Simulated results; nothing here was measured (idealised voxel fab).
The process module presented herein is designated voxel gate over fins.
The cross-section on display is named cut; it measures 165 nm wide, and its cells are 5 nm squares.
Heads up, the way a cross-section reads in here is a grid of square cells, handed over as bands from the top down, with every band being one or more rows of cells.
In this notation a band is specified by the heights of its top and bottom, in that order and in nm, after which its materials appear from left to right, each paired with its width in nm. The word "throughout" attached to a single material means that material fills the band from edge to edge; the word "empty" stands for empty space.
The level at which height equals 0 is the one under which the wafer, as it arrives, is entirely one material. No lower edge exists for the bottom band, which continues downward and is notated as in "from 0 down".
The notation "30->40" denotes a width that varies across the rows of cells in the band, beginning at the first number in the top row, finishing at the second number in the bottom row, and changing by an identical amount from each row to the next.
For the purposes of this document, the phrase "nothing altered" attached to a step denotes that no cell within the cross-section was modified by that step.
The list in "Closed internal cavities" covers empty spaces of 8 cells or more that cannot reach the top through any open way, and it gives each as width x height at distance; the distance is from the left edge, and width, height and distance are in nm.
Read whatever lies past the settings on a step's line as the simulator's own remark about the step.
A step line may carry the setting "overlay nm", which, for steps involving a mask, states the distance by which the mask lay to the right of its intended position; negative values denote displacement to the left.
Every pair from here on: before one process step, after it. The after cross-section reaches only to the lowest band that changed. Below the pair: the step in between and its settings. Pairs can belong to different runs of this module on the same starting wafer; a pair carries on from the pair above only if the entry headed "Geometry before processing" says so.
# Geometry before processing
  from 5 to 0  SiO2=15 / SiN=15 / SiO2=10 / empty=25 / SiO2=10 / SiN=15 / SiO2=45 / SiN=15 / SiO2=15
  from 0 to -20  SiO2=20 / Si=5 / SiO2=15 / empty=25 / SiO2=15 / Si=5 / SiO2=55 / Si=5 / SiO2=20
  from -20 to -25  SiO2=20 / Si=5 / SiO2=15 / TiN=25 / SiO2=15 / Si=5 / SiO2=55 / Si=5 / SiO2=20
  from -25 to -35  SiO2=20 / Si=5 / SiO2=55 / Si=5 / SiO2=55 / Si=5 / SiO2=20
  from -35 down  Si throughout
  Closed internal cavities: none
# After the Step
  from 10 to 5  SiO2 throughout
  from 5 to 0  SiO2=15 / SiN=15 / SiO2=45 / SiN=15 / SiO2=45 / SiN=15 / SiO2=15
  from 0 to -20  SiO2=20 / Si=5 / SiO2=55 / Si=5 / SiO2=55 / Si=5 / SiO2=20
  Under -20: no change, same as before.
  Closed internal cavities: none
Between the two cross-sections above, the process step reads FILL_DEP: material SiO2, thk nm 5
Geometry before processing: just use the after drawing of the pair above as your starting point.
# After the Step
  from 5 to 0  SiO2=15 / SiN=15 / SiO2=45 / SiN=15 / SiO2=45 / SiN=15 / SiO2=15
  Under 0: no change, same as before.
  Closed internal cavities: none
Between the two cross-sections above, the process step reads CMP: height nm 5
Geometry before processing: just use the after drawing of the pair above as your starting point.
# After the Step
  from 5 to 0  empty=15 / SiN=15 / empty=45 / SiN=15 / empty=45 / SiN=15 / empty=15
  from 0 to -15  empty=20 / Si=5 / empty=55 / Si=5 / empty=55 / Si=5 / empty=20
  Under -15: no change, same as before.
  Closed internal cavities: none
Between the two cross-sections above, the process step reads SELECTIVE_ETCH: etch materials SiO2, depth nm 20
Geometry before processing: just use the after drawing of the pair above as your starting point.
# After the Step
  from 0 to -15  empty=20 / Si=5 / empty=55 / Si=5 / empty=55 / Si=5 / empty=20
  Under -15: no change, same as before.
  Closed internal cavities: none
Between the two cross-sections above, the process step reads STRIP: etch materials SiN
Geometry before processing: just use the after drawing of the pair above as your starting point.
# After the Step
  from 5 to 0  empty=15 / HfO2=15 / empty=45 / HfO2=15 / empty=45 / HfO2=15 / empty=15
  from 0 to -10  empty=15 / HfO2=5 / Si=5 / HfO2=5 / empty=45 / HfO2=5 / Si=5 / HfO2=5 / empty=45 / HfO2=5 / Si=5 / HfO2=5 / empty=15
  from -10 to -15  HfO2=20 / Si=5 / HfO2=55 / Si=5 / HfO2=55 / Si=5 / HfO2=20
  Under -15: no change, same as before.
  Closed internal cavities: none
Between the two cross-sections above, the process step reads CONFORMAL_DEP: material HfO2, thk nm 5
Geometry before processing: just use the after drawing of the pair above as your starting point.
# After the Step
  from 10 to 5  empty=10 / TiN=25 / empty=35 / TiN=25 / empty=35 / TiN=25 / empty=10
  from 5 to 0  empty=10 / TiN=5 / HfO2=15 / TiN=5 / empty=35 / TiN=5 / HfO2=15 / TiN=5 / empty=35 / TiN=5 / HfO2=15 / TiN=5 / empty=10
  from 0 to -5  empty=10 / TiN=5 / HfO2=5 / Si=5 / HfO2=5 / TiN=5 / empty=35 / TiN=5 / HfO2=5 / Si=5 / HfO2=5 / TiN=5 / empty=35 / TiN=5 / HfO2=5 / Si=5 / HfO2=5 / TiN=5 / empty=10
  from -5 to -10  TiN=15 / HfO2=5 / Si=5 / HfO2=5 / TiN=45 / HfO2=5 / Si=5 / HfO2=5 / TiN=45 / HfO2=5 / Si=5 / HfO2=5 / TiN=15
  Under -10: no change, same as before.
  Closed internal cavities: none
Between the two cross-sections above, the process step reads CONFORMAL_DEP: material TiN, thk nm 5
Geometry before processing: just use the after drawing of the pair above as your starting point.
# After the Step
  from 25 to 10  W throughout
  from 10 to 5  W=10 / TiN=25 / W=35 / TiN=25 / W=35 / TiN=25 / W=10
  from 5 to 0  W=10 / TiN=5 / HfO2=15 / TiN=5 / W=35 / TiN=5 / HfO2=15 / TiN=5 / W=35 / TiN=5 / HfO2=15 / TiN=5 / W=10
  from 0 to -5  W=10 / TiN=5 / HfO2=5 / Si=5 / HfO2=5 / TiN=5 / W=35 / TiN=5 / HfO2=5 / Si=5 / HfO2=5 / TiN=5 / W=35 / TiN=5 / HfO2=5 / Si=5 / HfO2=5 / TiN=5 / W=10
  Under -5: no change, same as before.
  Closed internal cavities: none
Between the two cross-sections above, the process step reads FILL_DEP: material W, thk nm 15
Geometry before processing: just use the after drawing of the pair above as your starting point.
# After the Step
  from 20 to 10  W throughout
  Under 10: no change, same as before.
  Closed internal cavities: none
Between the two cross-sections above, the process step reads CMP: height nm 20
Geometry before processing: just use the after drawing of the pair above as your starting point.
# After the Step
  from 30 to 20  SiN throughout
  Under 20: no change, same as before.
  Closed internal cavities: none
Between the two cross-sections above, the process step reads CONFORMAL_DEP: material SiN, thk nm 10
# Geometry before processing
  from 5 to 0  SiO2=15 / SiN=15 / SiO2=45 / SiN=15 / SiO2=45 / SiN=15 / SiO2=15
  from 0 to -35  SiO2=20 / Si=5 / SiO2=55 / Si=5 / SiO2=55 / Si=5 / SiO2=20
  from -35 down  Si throughout
  Closed internal cavities: none
# After the Step
  from 5 to 0  SiO2=15 / SiN=15 / SiO2=20 / empty=15 / SiO2=10 / SiN=15 / SiO2=45 / SiN=15 / SiO2=15
  from 0 to -25  SiO2=20 / Si=5 / SiO2=25 / empty=15 / SiO2=15 / Si=5 / SiO2=55 / Si=5 / SiO2=20
  Under -25: no change, same as before.
  Closed internal cavities: none
Between the two cross-sections above, the process step reads MASKED_ETCH: tone open, mask id RAIL, width nm 15, etch materials SiO2, depth nm 30, overlay nm 5
Geometry before processing: just use the after drawing of the pair above as your starting point.
# After the Step
  from 10 to 5  TiN=55 / empty=5 / TiN=105
  from 5 to 0  SiO2=15 / SiN=15 / SiO2=20 / TiN=5 / empty=5 / TiN=5 / SiO2=10 / SiN=15 / SiO2=45 / SiN=15 / SiO2=15
  from 0 to -20  SiO2=20 / Si=5 / SiO2=25 / TiN=5 / empty=5 / TiN=5 / SiO2=15 / Si=5 / SiO2=55 / Si=5 / SiO2=20
  from -20 to -25  SiO2=20 / Si=5 / SiO2=25 / TiN=15 / SiO2=15 / Si=5 / SiO2=55 / Si=5 / SiO2=20
  Under -25: no change, same as before.
  Closed internal cavities: none
Between the two cross-sections above, the process step reads CONFORMAL_DEP: material TiN, thk nm 5
Geometry before processing: just use the after drawing of the pair above as your starting point.
# After the Step
  from 20 to 10  W throughout
  from 10 to 5  TiN=55 / W=5 / TiN=105
  from 5 to 0  SiO2=15 / SiN=15 / SiO2=20 / TiN=5 / W=5 / TiN=5 / SiO2=10 / SiN=15 / SiO2=45 / SiN=15 / SiO2=15
  from 0 to -20  SiO2=20 / Si=5 / SiO2=25 / TiN=5 / W=5 / TiN=5 / SiO2=15 / Si=5 / SiO2=55 / Si=5 / SiO2=20
  Under -20: no change, same as before.
  Closed internal cavities: none
Between the two cross-sections above, the process step reads FILL_DEP: material W, thk nm 10
Geometry before processing: just use the after drawing of the pair above as your starting point.
# After the Step
  from 5 to 0  SiO2=15 / SiN=15 / SiO2=20 / TiN=5 / W=5 / TiN=5 / SiO2=10 / SiN=15 / SiO2=45 / SiN=15 / SiO2=15
  Under 0: no change, same as before.
  Closed internal cavities: none
Between the two cross-sections above, the process step reads CMP: height nm 5
Geometry before processing: just use the after drawing of the pair above as your starting point.
# After the Step
  from 5 to 0  SiO2=15 / SiN=15 / SiO2=20 / empty=15 / SiO2=10 / SiN=15 / SiO2=45 / SiN=15 / SiO2=15
  from 0 to -20  SiO2=20 / Si=5 / SiO2=25 / empty=15 / SiO2=15 / Si=5 / SiO2=55 / Si=5 / SiO2=20
  Under -20: no change, same as before.
  Closed internal cavities: none
Between the two cross-sections above, the process step reads SELECTIVE_ETCH: etch materials W Ru TiN, depth nm 25
Geometry before processing: just use the after drawing of the pair above as your starting point.
# After the Step
  from 10 to 5  SiO2 throughout
  from 5 to 0  SiO2=15 / SiN=15 / SiO2=45 / SiN=15 / SiO2=45 / SiN=15 / SiO2=15
  from 0 to -20  SiO2=20 / Si=5 / SiO2=55 / Si=5 / SiO2=55 / Si=5 / SiO2=20
  Under -20: no change, same as before.
  Closed internal cavities: none
Between the two cross-sections above, the process step reads FILL_DEP: material SiO2, thk nm 5
Geometry before processing: just use the after drawing of the pair above as your starting point.
# After the Step
  from 5 to 0  SiO2=15 / SiN=15 / SiO2=45 / SiN=15 / SiO2=45 / SiN=15 / SiO2=15
  Under 0: no change, same as before.
  Closed internal cavities: none
Between the two cross-sections above, the process step reads CMP: height nm 5
Geometry before processing: just use the after drawing of the pair above as your starting point.
# After the Step
  from 5 to 0  empty=15 / SiN=15 / empty=45 / SiN=15 / empty=45 / SiN=15 / empty=15
  from 0 to -15  empty=20 / Si=5 / empty=55 / Si=5 / empty=55 / Si=5 / empty=20
  Under -15: no change, same as before.
  Closed internal cavities: none
Between the two cross-sections above, the process step reads SELECTIVE_ETCH: etch materials SiO2, depth nm 20
Geometry before processing: just use the after drawing of the pair above as your starting point.
# After the Step
  from 0 to -15  empty=20 / Si=5 / empty=55 / Si=5 / empty=55 / Si=5 / empty=20
  Under -15: no change, same as before.
  Closed internal cavities: none
Between the two cross-sections above, the process step reads STRIP: etch materials SiN
Geometry before processing: just use the after drawing of the pair above as your starting point.
# After the Step
  from 5 to 0  empty=15 / HfO2=15 / empty=45 / HfO2=15 / empty=45 / HfO2=15 / empty=15
  from 0 to -10  empty=15 / HfO2=5 / Si=5 / HfO2=5 / empty=45 / HfO2=5 / Si=5 / HfO2=5 / empty=45 / HfO2=5 / Si=5 / HfO2=5 / empty=15
  from -10 to -15  HfO2=20 / Si=5 / HfO2=55 / Si=5 / HfO2=55 / Si=5 / HfO2=20
  Under -15: no change, same as before.
  Closed internal cavities: none
Between the two cross-sections above, the process step reads CONFORMAL_DEP: material HfO2, thk nm 5
Geometry before processing: just use the after drawing of the pair above as your starting point.
# After the Step
  from 10 to 5  empty=10 / TiN=25 / empty=35 / TiN=25 / empty=35 / TiN=25 / empty=10
  from 5 to 0  empty=10 / TiN=5 / HfO2=15 / TiN=5 / empty=35 / TiN=5 / HfO2=15 / TiN=5 / empty=35 / TiN=5 / HfO2=15 / TiN=5 / empty=10
  from 0 to -5  empty=10 / TiN=5 / HfO2=5 / Si=5 / HfO2=5 / TiN=5 / empty=35 / TiN=5 / HfO2=5 / Si=5 / HfO2=5 / TiN=5 / empty=35 / TiN=5 / HfO2=5 / Si=5 / HfO2=5 / TiN=5 / empty=10
  from -5 to -10  TiN=15 / HfO2=5 / Si=5 / HfO2=5 / TiN=45 / HfO2=5 / Si=5 / HfO2=5 / TiN=45 / HfO2=5 / Si=5 / HfO2=5 / TiN=15
  Under -10: no change, same as before.
  Closed internal cavities: none
Between the two cross-sections above, the process step reads CONFORMAL_DEP: material TiN, thk nm 5
Geometry before processing: just use the after drawing of the pair above as your starting point.
# After the Step
  from 25 to 10  W throughout
  from 10 to 5  W=10 / TiN=25 / W=35 / TiN=25 / W=35 / TiN=25 / W=10
  from 5 to 0  W=10 / TiN=5 / HfO2=15 / TiN=5 / W=35 / TiN=5 / HfO2=15 / TiN=5 / W=35 / TiN=5 / HfO2=15 / TiN=5 / W=10
  from 0 to -5  W=10 / TiN=5 / HfO2=5 / Si=5 / HfO2=5 / TiN=5 / W=35 / TiN=5 / HfO2=5 / Si=5 / HfO2=5 / TiN=5 / W=35 / TiN=5 / HfO2=5 / Si=5 / HfO2=5 / TiN=5 / W=10
  Under -5: no change, same as before.
  Closed internal cavities: none
Between the two cross-sections above, the process step reads FILL_DEP: material W, thk nm 15
Geometry before processing: just use the after drawing of the pair above as your starting point.
# After the Step
  from 20 to 10  W throughout
  Under 10: no change, same as before.
  Closed internal cavities: none
Between the two cross-sections above, the process step reads CMP: height nm 20
Geometry before processing: just use the after drawing of the pair above as your starting point.
# After the Step
  from 30 to 20  SiN throughout
  Under 20: no change, same as before.
  Closed internal cavities: none
Between the two cross-sections above, the process step reads CONFORMAL_DEP: material SiN, thk nm 10
# Geometry before processing
  from 10 to 5  empty=10 / TiN=25 / empty=35 / TiN=25 / empty=35 / TiN=25 / empty=10
  from 5 to 0  empty=10 / TiN=5 / HfO2=15 / TiN=5 / empty=35 / TiN=5 / HfO2=15 / TiN=5 / empty=35 / TiN=5 / HfO2=15 / TiN=5 / empty=10
  from 0 to -5  empty=10 / TiN=5 / HfO2=5 / Si=5 / HfO2=5 / TiN=5 / empty=35 / TiN=5 / HfO2=5 / Si=5 / HfO2=5 / TiN=5 / empty=35 / TiN=5 / HfO2=5 / Si=5 / HfO2=5 / TiN=5 / empty=10
  from -5 to -10  TiN=15 / HfO2=5 / Si=5 / HfO2=5 / TiN=45 / HfO2=5 / Si=5 / HfO2=5 / TiN=45 / HfO2=5 / Si=5 / HfO2=5 / TiN=15
  from -10 to -15  HfO2=20 / Si=5 / HfO2=55 / Si=5 / HfO2=55 / Si=5 / HfO2=20
  from -15 to -20  SiO2=20 / Si=5 / SiO2=55 / Si=5 / SiO2=55 / Si=5 / SiO2=20
  from -20 to -25  SiO2=20 / Si=5 / SiO2=20 / TiN=15 / SiO2=20 / Si=5 / SiO2=55 / Si=5 / SiO2=20
  from -25 to -35  SiO2=20 / Si=5 / SiO2=55 / Si=5 / SiO2=55 / Si=5 / SiO2=20
  from -35 down  Si throughout
  Closed internal cavities: none
# After the Step
  from 25 to 10  Ru throughout
  from 10 to 5  Ru=10 / TiN=25 / Ru=35 / TiN=25 / Ru=35 / TiN=25 / Ru=10
  from 5 to 0  Ru=10 / TiN=5 / HfO2=15 / TiN=5 / Ru=35 / TiN=5 / HfO2=15 / TiN=5 / Ru=35 / TiN=5 / HfO2=15 / TiN=5 / Ru=10
  from 0 to -5  Ru=10 / TiN=5 / HfO2=5 / Si=5 / HfO2=5 / TiN=5 / Ru=35 / TiN=5 / HfO2=5 / Si=5 / HfO2=5 / TiN=5 / Ru=35 / TiN=5 / HfO2=5 / Si=5 / HfO2=5 / TiN=5 / Ru=10
  Under -5: no change, same as before.
  Closed internal cavities: none
Between the two cross-sections above, the process step reads FILL_DEP: material Ru, thk nm 15
Geometry before processing: just use the after drawing of the pair above as your starting point.
# After the Step
  from 20 to 10  Ru throughout
  Under 10: no change, same as before.
  Closed internal cavities: none
Between the two cross-sections above, the process step reads CMP: height nm 20
Geometry before processing: just use the after drawing of the pair above as your starting point.
# After the Step
  from 30 to 20  SiN throughout
  Under 20: no change, same as before.
  Closed internal cavities: none
Between the two cross-sections above, the process step reads CONFORMAL_DEP: material SiN, thk nm 10
# Geometry before processing
  from 5 to 0  SiO2=15 / SiN=15 / SiO2=45 / SiN=15 / SiO2=45 / SiN=15 / SiO2=15
  from 0 to -35  SiO2=20 / Si=5 / SiO2=55 / Si=5 / SiO2=55 / Si=5 / SiO2=20
  from -35 down  Si throughout
  Closed internal cavities: none
# After the Step
  from 5 to 0  empty=15 / SiN=15 / empty=15 / SiO2=15 / empty=15 / SiN=15 / empty=45 / SiN=15 / empty=15
  from 0 to -25  empty=15 / SiO2=5 / Si=5 / SiO2=5 / empty=15 / SiO2=15 / empty=15 / SiO2=5 / Si=5 / SiO2=5 / empty=45 / SiO2=5 / Si=5 / SiO2=5 / empty=15
  Under -25: no change, same as before.
  Closed internal cavities: none
Between the two cross-sections above, the process step reads MASKED_ETCH: tone cover, mask id RAIL, width nm 15, etch materials SiO2, depth nm 30, overlay nm 0
Geometry before processing: just use the after drawing of the pair above as your starting point.
# After the Step
  from 10 to 5  empty=10 / TiN=25 / empty=5 / TiN=25 / empty=5 / TiN=25 / empty=35 / TiN=25 / empty=10
  from 5 to 0  empty=10 / TiN=5 / SiN=15 / TiN=5 / empty=5 / TiN=5 / SiO2=15 / TiN=5 / empty=5 / TiN=5 / SiN=15 / TiN=5 / empty=35 / TiN=5 / SiN=15 / TiN=5 / empty=10
  from 0 to -20  empty=10 / TiN=5 / SiO2=5 / Si=5 / SiO2=5 / TiN=5 / empty=5 / TiN=5 / SiO2=15 / TiN=5 / empty=5 / TiN=5 / SiO2=5 / Si=5 / SiO2=5 / TiN=5 / empty=35 / TiN=5 / SiO2=5 / Si=5 / SiO2=5 / TiN=5 / empty=10
  from -20 to -25  TiN=15 / SiO2=5 / Si=5 / SiO2=5 / TiN=15 / SiO2=15 / TiN=15 / SiO2=5 / Si=5 / SiO2=5 / TiN=45 / SiO2=5 / Si=5 / SiO2=5 / TiN=15
  Under -25: no change, same as before.
  Closed internal cavities: none
Between the two cross-sections above, the process step reads CONFORMAL_DEP: material TiN, thk nm 5
Geometry before processing: just use the after drawing of the pair above as your starting point.
# After the Step
  from 20 to 10  W throughout
  from 10 to 5  W=10 / TiN=25 / W=5 / TiN=25 / W=5 / TiN=25 / W=35 / TiN=25 / W=10
  from 5 to 0  W=10 / TiN=5 / SiN=15 / TiN=5 / W=5 / TiN=5 / SiO2=15 / TiN=5 / W=5 / TiN=5 / SiN=15 / TiN=5 / W=35 / TiN=5 / SiN=15 / TiN=5 / W=10
  from 0 to -20  W=10 / TiN=5 / SiO2=5 / Si=5 / SiO2=5 / TiN=5 / W=5 / TiN=5 / SiO2=15 / TiN=5 / W=5 / TiN=5 / SiO2=5 / Si=5 / SiO2=5 / TiN=5 / W=35 / TiN=5 / SiO2=5 / Si=5 / SiO2=5 / TiN=5 / W=10
  Under -20: no change, same as before.
  Closed internal cavities: none
Between the two cross-sections above, the process step reads FILL_DEP: material W, thk nm 10
Geometry before processing: just use the after drawing of the pair above as your starting point.
# After the Step
  from 5 to 0  W=10 / TiN=5 / SiN=15 / TiN=5 / W=5 / TiN=5 / SiO2=15 / TiN=5 / W=5 / TiN=5 / SiN=15 / TiN=5 / W=35 / TiN=5 / SiN=15 / TiN=5 / W=10
  Under 0: no change, same as before.
  Closed internal cavities: none
Between the two cross-sections above, the process step reads CMP: height nm 5
Geometry before processing: just use the after drawing of the pair above as your starting point.
# After the Step
  from 5 to 0  empty=15 / SiN=15 / empty=15 / SiO2=15 / empty=15 / SiN=15 / empty=45 / SiN=15 / empty=15
  from 0 to -20  empty=15 / SiO2=5 / Si=5 / SiO2=5 / empty=15 / SiO2=15 / empty=15 / SiO2=5 / Si=5 / SiO2=5 / empty=45 / SiO2=5 / Si=5 / SiO2=5 / empty=15
  Under -20: no change, same as before.
  Closed internal cavities: none
Between the two cross-sections above, the process step reads SELECTIVE_ETCH: etch materials W Ru TiN, depth nm 25
Geometry before processing: just use the after drawing of the pair above as your starting point.
# After the Step
  from 10 to 5  SiO2 throughout
  from 5 to 0  SiO2=15 / SiN=15 / SiO2=45 / SiN=15 / SiO2=45 / SiN=15 / SiO2=15
  from 0 to -20  SiO2=20 / Si=5 / SiO2=55 / Si=5 / SiO2=55 / Si=5 / SiO2=20
  Under -20: no change, same as before.
  Closed internal cavities: none
Between the two cross-sections above, the process step reads FILL_DEP: material SiO2, thk nm 5
Geometry before processing: just use the after drawing of the pair above as your starting point.
# After the Step
  from 5 to 0  SiO2=15 / SiN=15 / SiO2=45 / SiN=15 / SiO2=45 / SiN=15 / SiO2=15
  Under 0: no change, same as before.
  Closed internal cavities: none
Between the two cross-sections above, the process step reads CMP: height nm 5
Geometry before processing: just use the after drawing of the pair above as your starting point.
# After the Step
  from 5 to 0  empty=15 / SiN=15 / empty=45 / SiN=15 / empty=45 / SiN=15 / empty=15
  from 0 to -15  empty=20 / Si=5 / empty=55 / Si=5 / empty=55 / Si=5 / empty=20
  Under -15: no change, same as before.
  Closed internal cavities: none
Between the two cross-sections above, the process step reads SELECTIVE_ETCH: etch materials SiO2, depth nm 20
Geometry before processing: just use the after drawing of the pair above as your starting point.
# After the Step
  from 0 to -15  empty=20 / Si=5 / empty=55 / Si=5 / empty=55 / Si=5 / empty=20
  Under -15: no change, same as before.
  Closed internal cavities: none
Between the two cross-sections above, the process step reads STRIP: etch materials SiN
Geometry before processing: just use the after drawing of the pair above as your starting point.
# After the Step
  from 5 to 0  empty=15 / HfO2=15 / empty=45 / HfO2=15 / empty=45 / HfO2=15 / empty=15
  from 0 to -10  empty=15 / HfO2=5 / Si=5 / HfO2=5 / empty=45 / HfO2=5 / Si=5 / HfO2=5 / empty=45 / HfO2=5 / Si=5 / HfO2=5 / empty=15
  from -10 to -15  HfO2=20 / Si=5 / HfO2=55 / Si=5 / HfO2=55 / Si=5 / HfO2=20
  Under -15: no change, same as before.
  Closed internal cavities: none
Between the two cross-sections above, the process step reads CONFORMAL_DEP: material HfO2, thk nm 5
Geometry before processing: just use the after drawing of the pair above as your starting point.
# After the Step
  from 10 to 5  empty=10 / TiN=25 / empty=35 / TiN=25 / empty=35 / TiN=25 / empty=10
  from 5 to 0  empty=10 / TiN=5 / HfO2=15 / TiN=5 / empty=35 / TiN=5 / HfO2=15 / TiN=5 / empty=35 / TiN=5 / HfO2=15 / TiN=5 / empty=10
  from 0 to -5  empty=10 / TiN=5 / HfO2=5 / Si=5 / HfO2=5 / TiN=5 / empty=35 / TiN=5 / HfO2=5 / Si=5 / HfO2=5 / TiN=5 / empty=35 / TiN=5 / HfO2=5 / Si=5 / HfO2=5 / TiN=5 / empty=10
  from -5 to -10  TiN=15 / HfO2=5 / Si=5 / HfO2=5 / TiN=45 / HfO2=5 / Si=5 / HfO2=5 / TiN=45 / HfO2=5 / Si=5 / HfO2=5 / TiN=15
  Under -10: no change, same as before.
  Closed internal cavities: none
Between the two cross-sections above, the process step reads CONFORMAL_DEP: material TiN, thk nm 5
Geometry before processing: just use the after drawing of the pair above as your starting point.
# After the Step
  from 25 to 10  W throughout
  from 10 to 5  W=10 / TiN=25 / W=35 / TiN=25 / W=35 / TiN=25 / W=10
  from 5 to 0  W=10 / TiN=5 / HfO2=15 / TiN=5 / W=35 / TiN=5 / HfO2=15 / TiN=5 / W=35 / TiN=5 / HfO2=15 / TiN=5 / W=10
  from 0 to -5  W=10 / TiN=5 / HfO2=5 / Si=5 / HfO2=5 / TiN=5 / W=35 / TiN=5 / HfO2=5 / Si=5 / HfO2=5 / TiN=5 / W=35 / TiN=5 / HfO2=5 / Si=5 / HfO2=5 / TiN=5 / W=10
  Under -5: no change, same as before.
  Closed internal cavities: none
Between the two cross-sections above, the process step reads FILL_DEP: material W, thk nm 15
Geometry before processing: just use the after drawing of the pair above as your starting point.
# After the Step
  from 20 to 10  W throughout
  Under 10: no change, same as before.
  Closed internal cavities: none
Between the two cross-sections above, the process step reads CMP: height nm 20
Geometry before processing: just use the after drawing of the pair above as your starting point.
# After the Step
  from 30 to 20  SiN throughout
  Under 20: no change, same as before.
  Closed internal cavities: none
Between the two cross-sections above, the process step reads CONFORMAL_DEP: material SiN, thk nm 10
